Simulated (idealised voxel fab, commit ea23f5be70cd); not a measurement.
Process module, titled voxel capacitor over wiring
The cross-section shown here is cut; it is 200 nm wide and divided into square cells measuring 5 nm on a side.
For the purposes of this document, a cross-section shall be understood as a grid of square cells, specified as bands listed in top-to-bottom order, each band consisting of one or more rows of cells. Basically the band line says how high the top is and how high the bottom is, in nm, and then what's in it from left to right, every material with its width in nm. Empty space shows up as "empty", and if a single material carries "all across" it runs the full band edge to edge. A quick word on heights: they are counted from 0, and under that level the wafer as it came to us is one material throughout. The lowest band is different from the rest in having no bottom; it simply continues downward, written as in "0..down". Width: "30 to 40" (first number = top row, second number = bottom row, same change from row to row of cells). The designation "stayed the same", where it is given for a processing step, indicates that no cell of the cross-section was altered in the course of that step. Empty spaces counting at least 8 cells and having no open way to the top are listed in "Sealed void listing". The notation width x height at distance is used for each, the distance being from the left edge and all three values in nm. The remark found on a step's line after its settings is issued by the simulator itself and pertains to that step. The setting "overlay nm" may be written on the line of a step. When the step uses a mask, the value reports how far to the right of the planned place the mask lay, and a negative value reports that it lay to the left.
Intended process steps
- 1: RECEIVE,material Si
- 2: CONFORMAL_DEP,material SiO2,thk nm 15
- 3: DIRECTIONAL_DEP,material TiN,thk nm 5
- 4: DIRECTIONAL_DEP,material W,thk nm 25
- 5: MASKED_ETCH,tone cover,mask id METAL_1,width nm 20,pitch nm 90,etch materials W,depth nm 25,overlay nm 0
- 6: MASKED_ETCH,tone cover,mask id METAL_1,width nm 20,pitch nm 90,etch materials TiN,depth nm 5,overlay nm 0
- 7: FILL_DEP,material SiO2,thk nm 10
- 8: CMP,height nm 45
- 9: CONFORMAL_DEP,material SiCN,thk nm 5
- 10: DIRECTIONAL_DEP,material SiO2,thk nm 20
- 11: DIRECTIONAL_DEP,material aC,thk nm 10
- 12: PATTERN,tone open,mask id PLUG_1,material resist,width nm 15,thk nm 25,overlay nm 0
- 13: DIRECTIONAL_ETCH,etch materials aC,depth nm 10
- 14: STRIP,etch materials resist
- 15: DIRECTIONAL_ETCH,etch materials SiO2,depth nm 20
- 16: DIRECTIONAL_ETCH,etch materials SiCN,depth nm 5
- 17: STRIP,etch materials aC
- 18: CONFORMAL_DEP,material TiN,thk nm 5
- 19: FILL_DEP,material W,thk nm 5
- 20: CMP,height nm 70
- 21: DIRECTIONAL_DEP,material TiN,thk nm 10
- 22: DIRECTIONAL_DEP,material HfO2,thk nm 5
- 23: DIRECTIONAL_DEP,material TiN,thk nm 5
- 24: DIRECTIONAL_DEP,material aC,thk nm 15
- 25: PATTERN,tone cover,mask id UPPER_PLATE,material resist,width nm 75,thk nm 30,overlay nm 0
- 26: DIRECTIONAL_ETCH,etch materials aC,depth nm 15
- 27: STRIP,etch materials resist
- 28: DIRECTIONAL_ETCH,etch materials TiN,depth nm 5
- 29: DIRECTIONAL_ETCH,etch materials HfO2,depth nm 5
- 30: STRIP,etch materials aC
- 31: PATTERN,tone cover,mask id LOWER_PLATE,material resist,width nm 85,thk nm 20,overlay nm 0
- 32: DIRECTIONAL_ETCH,etch materials TiN,depth nm 10
- 33: STRIP,etch materials resist
- 34: FILL_DEP,material SiO2,thk nm 20
- 35: CMP,height nm 105
- 36: DIRECTIONAL_DEP,material aC,thk nm 15
- 37: PATTERN,tone open,mask id PLUG_2,material resist,width nm 15,thk nm 35,overlay nm 0
- 38: DIRECTIONAL_ETCH,etch materials aC,depth nm 15
- 39: STRIP,etch materials resist
- 40: DIRECTIONAL_ETCH,etch materials SiO2,depth nm 15
- 41: STRIP,etch materials aC
- 42: CONFORMAL_DEP,material TiN,thk nm 5
- 43: FILL_DEP,material Cu,thk nm 5
- 44: CMP,height nm 105
- 45: CONFORMAL_DEP,material SiN,thk nm 5
This is the cross-section of the wafer as we received it, i.e. after step 1
0..down  Si all across
Sealed void listing: none
First of two wafers at the end of the module, shown in cross-section; run carried out as planned
110..105  SiN all across
105..95  60 nm SiO2, 5 nm TiN, 5 nm Cu, 5 nm TiN, 125 nm SiO2
95..85  60 to 50 nm SiO2, 15 to 75 nm TiN, 125 to 75 nm SiO2
85..80  50 nm SiO2, 75 nm HfO2, 75 nm SiO2
80..70  45 nm SiO2, 85 nm TiN, 70 nm SiO2
70..50  50 nm SiO2, 5 nm TiN, 5 nm W, 5 nm TiN, 135 nm SiO2
50..45  50 nm SiCN, 15 nm TiN, 135 nm SiCN
45..20  45 nm SiO2, 20 nm W, 70 nm SiO2, 20 nm W, 45 nm SiO2
20..15  45 nm SiO2, 20 nm TiN, 70 nm SiO2, 20 nm TiN, 45 nm SiO2
15..0  SiO2 all across
0..down  Si all across
Sealed void listing: none
End of module, second wafer, cross-section. Started like the first, planned like the first, run with one mistake
110..105  SiN all across
105..95  60 nm SiO2, 5 nm TiN, 5 nm SiN, 5 nm TiN, 125 nm SiO2
95..85  60 to 50 nm SiO2, 15 to 75 nm TiN, 125 to 75 nm SiO2
85..80  50 nm SiO2, 75 nm HfO2, 75 nm SiO2
80..70  45 nm SiO2, 85 nm TiN, 70 nm SiO2
70..50  50 nm SiO2, 5 nm TiN, 5 nm W, 5 nm TiN, 135 nm SiO2
50..45  50 nm SiCN, 15 nm TiN, 135 nm SiCN
45..20  45 nm SiO2, 20 nm W, 70 nm SiO2, 20 nm W, 45 nm SiO2
20..15  45 nm SiO2, 20 nm TiN, 70 nm SiO2, 20 nm TiN, 45 nm SiO2
15..0  SiO2 all across
0..down  Si all across
Sealed void listing: none
Misprocessing identified: step 43 went in with a setting other than planned; the actual run was FILL_DEP,material SiN,thk nm 5
Once processing is complete, comparing cell counts shows that the second wafer has more or fewer of certain materials than the first: -2 Cu | +2 SiN
